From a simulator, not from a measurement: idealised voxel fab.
The process module presented herein is designated voxel self aligned vias.
Cross-sectional view cut (width: 205 nm; square cell size: 5 nm).
If you're reading a cross-section in this doc, picture square cells in a grid; it comes to you as bands, top ones listed first down to the bottom, and a band can be one or more rows of cells.
Quick guide to a band line: top height, bottom height (nm) up front; then every material left to right with its width in nm. Only one material and it's marked "everywhere"? Then it fills the band edge to edge. And "blank" just means empty space.
It should be noted that heights are counted from 0, beneath which the wafer as supplied is of one material throughout, and that the lowest band possesses no lower boundary but continues downward, as written in "0..down".
Read "30->40" as a graded width: first number on top, second number at the bottom, same change between each pair of neighbouring rows.
Reading "same as before" for a step: not a cell of the cross-section changed in it.
Any empty space of 8 cells or more lacking an open way to the top shows up in "Closed void list" as width x height at distance, distance from the left edge, in nm.
Heads up: the bit after the settings on a step's line is the simulator's remark on that step.
You can add "overlay nm" to a step's line. For a step with a mask, it describes how far the mask lay to the right of its planned position, and a negative number describes a lay to the left.

Process steps foreseen in the plan:
| 1 | RECEIVE,material Si |
| 2 | CONFORMAL_DEP,material SiO2,thk nm 10 |
| 3 | CONFORMAL_DEP,material SiCN,thk nm 5 |
| 4 | DIRECTIONAL_DEP,material lowk,thk nm 30 |
| 5 | DIRECTIONAL_DEP,material aC,thk nm 10 |
| 6 | PATTERN,tone open,mask id LINES,material resist,width nm 25,pitch nm 60,thk nm 25,overlay nm 0 |
| 7 | DIRECTIONAL_ETCH,etch materials aC,depth nm 10 |
| 8 | STRIP,etch materials resist |
| 9 | DIRECTIONAL_ETCH,etch materials lowk,depth nm 30 |
| 10 | STRIP,etch materials aC |
| 11 | CONFORMAL_DEP,material TiN,thk nm 5 |
| 12 | FILL_DEP,material W,thk nm 5 |
| 13 | CMP,height nm 45 |
| 14 | SELECTIVE_ETCH,etch materials W Ru TiN,depth nm 10 |
| 15 | FILL_DEP,material SiN,thk nm 10 |
| 16 | CMP,height nm 45 |
| 17 | DIRECTIONAL_DEP,material lowk,thk nm 15 |
| 18 | PATTERN,tone open,mask id VIAS,material resist,width nm 45,pitch nm 60,thk nm 15,overlay nm 0 |
| 19 | DIRECTIONAL_ETCH,etch materials lowk,depth nm 15 |
| 20 | DIRECTIONAL_ETCH,etch materials SiN,depth nm 10 |
| 21 | STRIP,etch materials resist |
| 22 | CONFORMAL_DEP,material TiN,thk nm 5 |
| 23 | FILL_DEP,material Ru,thk nm 10 |
| 24 | CMP,height nm 60 |
| 25 | CONFORMAL_DEP,material SiN,thk nm 5 |

The first of two wafers, run as planned:

Here's what the wafer looked like in cross-section when it arrived - that's after step 1:
- 0..down | Si everywhere
- Closed void list: none

Cross-section of the wafer after step 2:
- 10..0 | SiO2 everywhere
- Below a height of 0, the structure has not been altered.

Cross-section of the wafer after step 3:
- 15..10 | SiCN everywhere
- Below a height of 10, the structure has not been altered.

Cross-section of the wafer after step 4:
- 45..15 | lowk everywhere
- Below a height of 15, the structure has not been altered.

Cross-section of the wafer after step 5:
- 55..45 | aC everywhere
- Below a height of 45, the structure has not been altered.

Cross-section of the wafer after step 6:
- 80..55 | 60 of resist; 25 of blank; 35 of resist; 25 of blank; 60 of resist
- Below a height of 55, the structure has not been altered.

Cross-section of the wafer after step 7:
- 70..55 | 60 of resist; 25 of blank; 35 of resist; 25 of blank; 60 of resist
- 55..45 | 60 of aC; 25 of blank; 35 of aC; 25 of blank; 60 of aC
- Below a height of 45, the structure has not been altered.

Cross-section of the wafer after step 8:
- 55..45 | 60 of aC; 25 of blank; 35 of aC; 25 of blank; 60 of aC
- Below a height of 45, the structure has not been altered.

Cross-section of the wafer after step 9:
- 55..45 | 60 of aC; 25 of blank; 35 of aC; 25 of blank; 60 of aC
- 45..15 | 60 of lowk; 25 of blank; 35 of lowk; 25 of blank; 60 of lowk
- Below a height of 15, the structure has not been altered.

Cross-section of the wafer after step 10:
- 45..15 | 60 of lowk; 25 of blank; 35 of lowk; 25 of blank; 60 of lowk
- Below a height of 15, the structure has not been altered.

Cross-section of the wafer after step 11:
- 50..45 | 65 of TiN; 15 of blank; 45 of TiN; 15 of blank; 65 of TiN
- 45..20 | 60 of lowk; 5 of TiN; 15 of blank; 5 of TiN; 35 of lowk; 5 of TiN; 15 of blank; 5 of TiN; 60 of lowk
- 20..15 | 60 of lowk; 25 of TiN; 35 of lowk; 25 of TiN; 60 of lowk
- Below a height of 15, the structure has not been altered.

Cross-section of the wafer after step 12:
- 55..50 | W everywhere
- 50..45 | 65 of TiN; 15 of W; 45 of TiN; 15 of W; 65 of TiN
- 45..20 | 60 of lowk; 5 of TiN; 15 of W; 5 of TiN; 35 of lowk; 5 of TiN; 15 of W; 5 of TiN; 60 of lowk
- Below a height of 20, the structure has not been altered.

Cross-section of the wafer after step 13:
- 45..20 | 60 of lowk; 5 of TiN; 15 of W; 5 of TiN; 35 of lowk; 5 of TiN; 15 of W; 5 of TiN; 60 of lowk
- Below a height of 20, the structure has not been altered.

Cross-section of the wafer after step 14:
- 45..35 | 60 of lowk; 25 of blank; 35 of lowk; 25 of blank; 60 of lowk
- Below a height of 35, the structure has not been altered.

Cross-section of the wafer after step 15:
- 55..45 | SiN everywhere
- 45..35 | 60 of lowk; 25 of SiN; 35 of lowk; 25 of SiN; 60 of lowk
- Below a height of 35, the structure has not been altered.

Cross-section of the wafer after step 16:
- 45..35 | 60 of lowk; 25 of SiN; 35 of lowk; 25 of SiN; 60 of lowk
- Below a height of 35, the structure has not been altered.

Cross-section of the wafer after step 17:
- 60..45 | lowk everywhere
- Below a height of 45, the structure has not been altered.

Cross-section of the wafer after step 18:
- 75..60 | 50 of resist; 45 of blank; 15 of resist; 45 of blank; 50 of resist
- Below a height of 60, the structure has not been altered.

Cross-section of the wafer after step 19:
- 75..60 | 50 of resist; 45 of blank; 15 of resist; 45 of blank; 50 of resist
- 60..45 | 50 of lowk; 45 of blank; 15 of lowk; 45 of blank; 50 of lowk
- Below a height of 45, the structure has not been altered.

Cross-section of the wafer after step 20:
- 75..60 | 50 of resist; 45 of blank; 15 of resist; 45 of blank; 50 of resist
- 60..45 | 50 of lowk; 45 of blank; 15 of lowk; 45 of blank; 50 of lowk
- 45..35 | 60 of lowk; 25 of blank; 35 of lowk; 25 of blank; 60 of lowk
- Below a height of 35, the structure has not been altered.

Cross-section of the wafer after step 21:
- 60..45 | 50 of lowk; 45 of blank; 15 of lowk; 45 of blank; 50 of lowk
- Below a height of 45, the structure has not been altered.

Cross-section of the wafer after step 22:
- 65..60 | 55 of TiN; 35 of blank; 25 of TiN; 35 of blank; 55 of TiN
- 60..50 | 50 of lowk; 5 of TiN; 35 of blank; 5 of TiN; 15 of lowk; 5 of TiN; 35 of blank; 5 of TiN; 50 of lowk
- 50..40 | 50->60 of lowk; 15->5 of TiN; 15 of blank; 15->5 of TiN; 15->35 of lowk; 15->5 of TiN; 15 of blank; 15->5 of TiN; 50->60 of lowk
- 40..35 | 60 of lowk; 25 of TiN; 35 of lowk; 25 of TiN; 60 of lowk
- Below a height of 35, the structure has not been altered.

Cross-section of the wafer after step 23:
- 75..65 | Ru everywhere
- 65..60 | 55 of TiN; 35 of Ru; 25 of TiN; 35 of Ru; 55 of TiN
- 60..50 | 50 of lowk; 5 of TiN; 35 of Ru; 5 of TiN; 15 of lowk; 5 of TiN; 35 of Ru; 5 of TiN; 50 of lowk
- 50..40 | 50->60 of lowk; 15->5 of TiN; 15 of Ru; 15->5 of TiN; 15->35 of lowk; 15->5 of TiN; 15 of Ru; 15->5 of TiN; 50->60 of lowk
- Below a height of 40, the structure has not been altered.

Cross-section of the wafer after step 24:
- 60..50 | 50 of lowk; 5 of TiN; 35 of Ru; 5 of TiN; 15 of lowk; 5 of TiN; 35 of Ru; 5 of TiN; 50 of lowk
- Below a height of 50, the structure has not been altered.

Cross-section of the wafer after step 25:
- 65..60 | SiN everywhere
- Below a height of 60, the structure has not been altered.

The remaining wafer, second of the two, started like the first and was run to the same plan, except that one mistake was made along the way; the two coincide through step 18, inclusive:

Second wafer, cut view, end of step 19 per plan:
- 75..60 | 50 of resist; 45 of blank; 15 of resist; 45 of blank; 50 of resist
- 60..45 | 50 of lowk; 45 of blank; 15 of lowk; 45 of blank; 50 of lowk
- 45..35 | 50 of lowk; 10 of blank; 25 of SiN; 10 of blank; 15 of lowk; 10 of blank; 25 of SiN; 10 of blank; 50 of lowk
- 35..30 | 50 of lowk; 10 of blank; 5 of TiN; 15 of W; 5 of TiN; 10 of blank; 15 of lowk; 10 of blank; 5 of TiN; 15 of W; 5 of TiN; 10 of blank; 50 of lowk
- Below a height of 30, the structure has not been altered.

Second wafer, cut view, end of step 20 per plan:
- 75..60 | 50 of resist; 45 of blank; 15 of resist; 45 of blank; 50 of resist
- 60..35 | 50 of lowk; 45 of blank; 15 of lowk; 45 of blank; 50 of lowk
- Below a height of 35, the structure has not been altered.

Second wafer, cut view, end of step 21 per plan:
- 60..35 | 50 of lowk; 45 of blank; 15 of lowk; 45 of blank; 50 of lowk
- Below a height of 35, the structure has not been altered.

Second wafer, cut view, end of step 22 per plan:
- 65..60 | 55 of TiN; 35 of blank; 25 of TiN; 35 of blank; 55 of TiN
- 60..40 | 50 of lowk; 5 of TiN; 35 of blank; 5 of TiN; 15 of lowk; 5 of TiN; 35 of blank; 5 of TiN; 50 of lowk
- 40..35 | 50 of lowk; 45 of TiN; 15 of lowk; 45 of TiN; 50 of lowk
- 35..30 | 50 of lowk; 15 of TiN; 15 of W; 15 of TiN; 15 of lowk; 15 of TiN; 15 of W; 15 of TiN; 50 of lowk
- Below a height of 30, the structure has not been altered.

Second wafer, cut view, end of step 23 per plan:
- 75..65 | Ru everywhere
- 65..60 | 55 of TiN; 35 of Ru; 25 of TiN; 35 of Ru; 55 of TiN
- 60..40 | 50 of lowk; 5 of TiN; 35 of Ru; 5 of TiN; 15 of lowk; 5 of TiN; 35 of Ru; 5 of TiN; 50 of lowk
- Below a height of 40, the structure has not been altered.

Second wafer, cut view, end of step 24 per plan:
- 60..40 | 50 of lowk; 5 of TiN; 35 of Ru; 5 of TiN; 15 of lowk; 5 of TiN; 35 of Ru; 5 of TiN; 50 of lowk
- Below a height of 40, the structure has not been altered.

Second wafer, cut view, end of step 25 per plan:
- 65..60 | SiN everywhere
- Below a height of 60, the structure has not been altered.
Which mistake was made when the wafer was run? step 19 of the plan was performed twice
Final difference in cells, second wafer against first, listed per material as more or fewer: 16 more of Ru | 8 more of TiN | 24 fewer of lowk
